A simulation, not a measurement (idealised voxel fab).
Process module heading - voxel self aligned contacts
Section shown: cut. Width: 180 nm. Cell size: 5 nm, square.
A cross-section in this document is a grid of square cells, and it is written down as bands, the top band listed before the ones below it; a band is made up of one or more rows of cells.
What a band's entry tells you: where the top is and where the bottom is, as heights in nm, and after that what lies inside, material by material from left to right, each with its width in nm. Empty space is written as the word "blank", and a single material marked with the word "edge to edge" occupies the band from edge to edge.
The reference from which all heights are counted is 0, the level beneath which the as-received wafer is entirely one material; the lowest band, having no lower bound, proceeds downward and is written after the example "0 down".
A width such as "30 to 40" changes by the same amount from each row of cells to the next, from the band's top row to its bottom row.
It should be understood that the words "no alterations made", when stated for a given step, signify that the cross-section underwent no change in any of its cells during that step.
The label "Enclosed void entries" introduces a list of the empty spaces, 8 cells or larger, that have no open way up to the top; each entry in it reads width x height at distance, where the distance is taken from the left edge and all three are stated in nm.
What comes after the settings on a step's line is commentary from the simulator itself on that step.
A step line may carry the setting "overlay nm", which, for steps involving a mask, states the distance by which the mask lay to the right of its intended position; negative values denote displacement to the left.
Intended process steps
| 1 | RECEIVE, material Si |
| 2 | CONFORMAL_DEP, material SiO2, thk nm 5 |
| 3 | DIRECTIONAL_DEP, material polySi, thk nm 20 |
| 4 | DIRECTIONAL_DEP, material SiN, thk nm 15 |
| 5 | PATTERN, tone cover, mask id GATE, material resist, width nm 30, pitch nm 60, thk nm 20, overlay nm 0 |
| 6 | DIRECTIONAL_ETCH, etch materials SiN, depth nm 15 |
| 7 | DIRECTIONAL_ETCH, etch materials polySi, depth nm 20 |
| 8 | STRIP, etch materials resist |
| 9 | CONFORMAL_DEP, material SiN, thk nm 5 |
| 10 | DIRECTIONAL_ETCH, etch materials SiN, depth nm 5 |
| 11 | FILL_DEP, material SiO2, thk nm 15 |
| 12 | CMP, height nm 50 |
| 13 | PATTERN, tone open, mask id CONTACT, material resist, width nm 40, thk nm 15, overlay nm 0 |
| 14 | DIRECTIONAL_ETCH, etch materials SiO2, depth nm 50 |
| 15 | STRIP, etch materials resist |
| 16 | CONFORMAL_DEP, material TiN, thk nm 5 |
| 17 | FILL_DEP, material Ru, thk nm 10 |
| 18 | CMP, height nm 50 |
| 19 | CONFORMAL_DEP, material SiN, thk nm 5 |
What follows covers the first of two wafers; it ran as planned
As-received wafer cross-section (after step 1)
    0 down = Si edge to edge
    Enclosed void entries: none
The wafer, seen in cross-section, after step 2
    5 to 0 = SiO2 edge to edge
    Below a height of 0, the structure has not been altered.
The wafer, seen in cross-section, after step 3
    25 to 5 = polySi edge to edge
    Below a height of 5, the structure has not been altered.
The wafer, seen in cross-section, after step 4
    40 to 25 = SiN edge to edge
    Below a height of 25, the structure has not been altered.
The wafer, seen in cross-section, after step 5
    60 to 40 = blank (45), resist (30), blank (30), resist (30), blank (45)
    Below a height of 40, the structure has not been altered.
The wafer, seen in cross-section, after step 6
    60 to 40 = blank (45), resist (30), blank (30), resist (30), blank (45)
    40 to 25 = blank (45), SiN (30), blank (30), SiN (30), blank (45)
    Below a height of 25, the structure has not been altered.
The wafer, seen in cross-section, after step 7
    60 to 40 = blank (45), resist (30), blank (30), resist (30), blank (45)
    40 to 25 = blank (45), SiN (30), blank (30), SiN (30), blank (45)
    25 to 5 = blank (45), polySi (30), blank (30), polySi (30), blank (45)
    Below a height of 5, the structure has not been altered.
The wafer, seen in cross-section, after step 8
    40 to 25 = blank (45), SiN (30), blank (30), SiN (30), blank (45)
    Below a height of 25, the structure has not been altered.
The wafer, seen in cross-section, after step 9
    45 to 25 = blank (40), SiN (40), blank (20), SiN (40), blank (40)
    25 to 10 = blank (40), SiN (5), polySi (30), SiN (5), blank (20), SiN (5), polySi (30), SiN (5), blank (40)
    10 to 5 = SiN (45), polySi (30), SiN (30), polySi (30), SiN (45)
    Below a height of 5, the structure has not been altered.
The wafer, seen in cross-section, after step 10
    40 to 25 = blank (40), SiN (40), blank (20), SiN (40), blank (40)
    25 to 5 = blank (40), SiN (5), polySi (30), SiN (5), blank (20), SiN (5), polySi (30), SiN (5), blank (40)
    Below a height of 5, the structure has not been altered.
The wafer, seen in cross-section, after step 11
    55 to 40 = SiO2 edge to edge
    40 to 25 = SiO2 (40), SiN (40), SiO2 (20), SiN (40), SiO2 (40)
    25 to 5 = SiO2 (40), SiN (5), polySi (30), SiN (5), SiO2 (20), SiN (5), polySi (30), SiN (5), SiO2 (40)
    Below a height of 5, the structure has not been altered.
The wafer, seen in cross-section, after step 12
    50 to 40 = SiO2 edge to edge
    Below a height of 40, the structure has not been altered.
The wafer, seen in cross-section, after step 13
    65 to 50 = resist (70), blank (40), resist (70)
    Below a height of 50, the structure has not been altered.
The wafer, seen in cross-section, after step 14
    65 to 50 = resist (70), blank (40), resist (70)
    50 to 40 = SiO2 (70), blank (40), SiO2 (70)
    40 to 25 = SiO2 (40), SiN (40), blank (20), SiN (40), SiO2 (40)
    25 to 5 = SiO2 (40), SiN (5), polySi (30), SiN (5), blank (20), SiN (5), polySi (30), SiN (5), SiO2 (40)
    5 to 0 = SiO2 (80), blank (20), SiO2 (80)
    Below a height of 0, the structure has not been altered.
The wafer, seen in cross-section, after step 15
    50 to 40 = SiO2 (70), blank (40), SiO2 (70)
    Below a height of 40, the structure has not been altered.
The wafer, seen in cross-section, after step 16
    55 to 50 = TiN (75), blank (30), TiN (75)
    50 to 40 = SiO2 (70), TiN (5 to 15), blank (30 to 10), TiN (5 to 15), SiO2 (70)
    40 to 25 = SiO2 (40), SiN (40), TiN (5), blank (10), TiN (5), SiN (40), SiO2 (40)
    25 to 5 = SiO2 (40), SiN (5), polySi (30), SiN (5), TiN (5), blank (10), TiN (5), SiN (5), polySi (30), SiN (5), SiO2 (40)
    5 to 0 = SiO2 (80), TiN (20), SiO2 (80)
    Below a height of 0, the structure has not been altered.
The wafer, seen in cross-section, after step 17
    65 to 55 = Ru edge to edge
    55 to 50 = TiN (75), Ru (30), TiN (75)
    50 to 40 = SiO2 (70), TiN (5 to 15), Ru (30 to 10), TiN (5 to 15), SiO2 (70)
    40 to 25 = SiO2 (40), SiN (40), TiN (5), Ru (10), TiN (5), SiN (40), SiO2 (40)
    25 to 5 = SiO2 (40), SiN (5), polySi (30), SiN (5), TiN (5), Ru (10), TiN (5), SiN (5), polySi (30), SiN (5), SiO2 (40)
    Below a height of 5, the structure has not been altered.
The wafer, seen in cross-section, after step 18
    50 to 40 = SiO2 (70), TiN (5 to 15), Ru (30 to 10), TiN (5 to 15), SiO2 (70)
    Below a height of 40, the structure has not been altered.
The wafer, seen in cross-section, after step 19
    55 to 50 = SiN edge to edge
    Below a height of 50, the structure has not been altered.
Second wafer: like start, like plan, one mistake. Through step 4 it matches the first wafer
Second wafer: cross-section at the scheduled end of step 5
    60 to 40 = resist (45), blank (30), resist (30), blank (30), resist (45)
    Below a height of 40, the structure has not been altered.
Second wafer: cross-section at the scheduled end of step 6
    60 to 40 = resist (45), blank (30), resist (30), blank (30), resist (45)
    40 to 25 = SiN (45), blank (30), SiN (30), blank (30), SiN (45)
    Below a height of 25, the structure has not been altered.
Second wafer: cross-section at the scheduled end of step 7
    60 to 40 = resist (45), blank (30), resist (30), blank (30), resist (45)
    40 to 25 = SiN (45), blank (30), SiN (30), blank (30), SiN (45)
    25 to 5 = polySi (45), blank (30), polySi (30), blank (30), polySi (45)
    Below a height of 5, the structure has not been altered.
Second wafer: cross-section at the scheduled end of step 8
    40 to 25 = SiN (45), blank (30), SiN (30), blank (30), SiN (45)
    Below a height of 25, the structure has not been altered.
Second wafer: cross-section at the scheduled end of step 9
    45 to 25 = SiN (50), blank (20), SiN (40), blank (20), SiN (50)
    25 to 10 = polySi (45), SiN (5), blank (20), SiN (5), polySi (30), SiN (5), blank (20), SiN (5), polySi (45)
    10 to 5 = polySi (45), SiN (30), polySi (30), SiN (30), polySi (45)
    Below a height of 5, the structure has not been altered.
Second wafer: cross-section at the scheduled end of step 10
    40 to 25 = SiN (50), blank (20), SiN (40), blank (20), SiN (50)
    25 to 5 = polySi (45), SiN (5), blank (20), SiN (5), polySi (30), SiN (5), blank (20), SiN (5), polySi (45)
    Below a height of 5, the structure has not been altered.
Second wafer: cross-section at the scheduled end of step 11
    55 to 40 = SiO2 edge to edge
    40 to 25 = SiN (50), SiO2 (20), SiN (40), SiO2 (20), SiN (50)
    25 to 5 = polySi (45), SiN (5), SiO2 (20), SiN (5), polySi (30), SiN (5), SiO2 (20), SiN (5), polySi (45)
    Below a height of 5, the structure has not been altered.
Second wafer: cross-section at the scheduled end of step 12
    50 to 40 = SiO2 edge to edge
    Below a height of 40, the structure has not been altered.
Second wafer: cross-section at the scheduled end of step 13
    65 to 50 = resist (70), blank (40), resist (70)
    Below a height of 50, the structure has not been altered.
Second wafer: cross-section at the scheduled end of step 14
    65 to 50 = resist (70), blank (40), resist (70)
    50 to 40 = SiO2 (70), blank (40), SiO2 (70)
    Below a height of 40, the structure has not been altered.
Second wafer: cross-section at the scheduled end of step 15
    50 to 40 = SiO2 (70), blank (40), SiO2 (70)
    Below a height of 40, the structure has not been altered.
Second wafer: cross-section at the scheduled end of step 16
    55 to 50 = TiN (75), blank (30), TiN (75)
    50 to 45 = SiO2 (70), TiN (5), blank (30), TiN (5), SiO2 (70)
    45 to 40 = SiO2 (70), TiN (40), SiO2 (70)
    Below a height of 40, the structure has not been altered.
Second wafer: cross-section at the scheduled end of step 17
    65 to 55 = Ru edge to edge
    55 to 50 = TiN (75), Ru (30), TiN (75)
    50 to 45 = SiO2 (70), TiN (5), Ru (30), TiN (5), SiO2 (70)
    Below a height of 45, the structure has not been altered.
Second wafer: cross-section at the scheduled end of step 18
    50 to 45 = SiO2 (70), TiN (5), Ru (30), TiN (5), SiO2 (70)
    Below a height of 45, the structure has not been altered.
Second wafer: cross-section at the scheduled end of step 19
    55 to 50 = SiN edge to edge
    Below a height of 50, the structure has not been altered.
What went wrong in running the wafer? the process deviated at step 5: the operation and settings actually run there were PATTERN, tone open, mask id GATE, material resist, width nm 30, pitch nm 60, thk nm 20, overlay nm 0
Final comparison by cell count, materials where the second wafer has more or fewer than the first: Ru: 16 fewer | SiN: 36 more | SiO2: 52 fewer | TiN: 16 fewer | polySi: 48 more
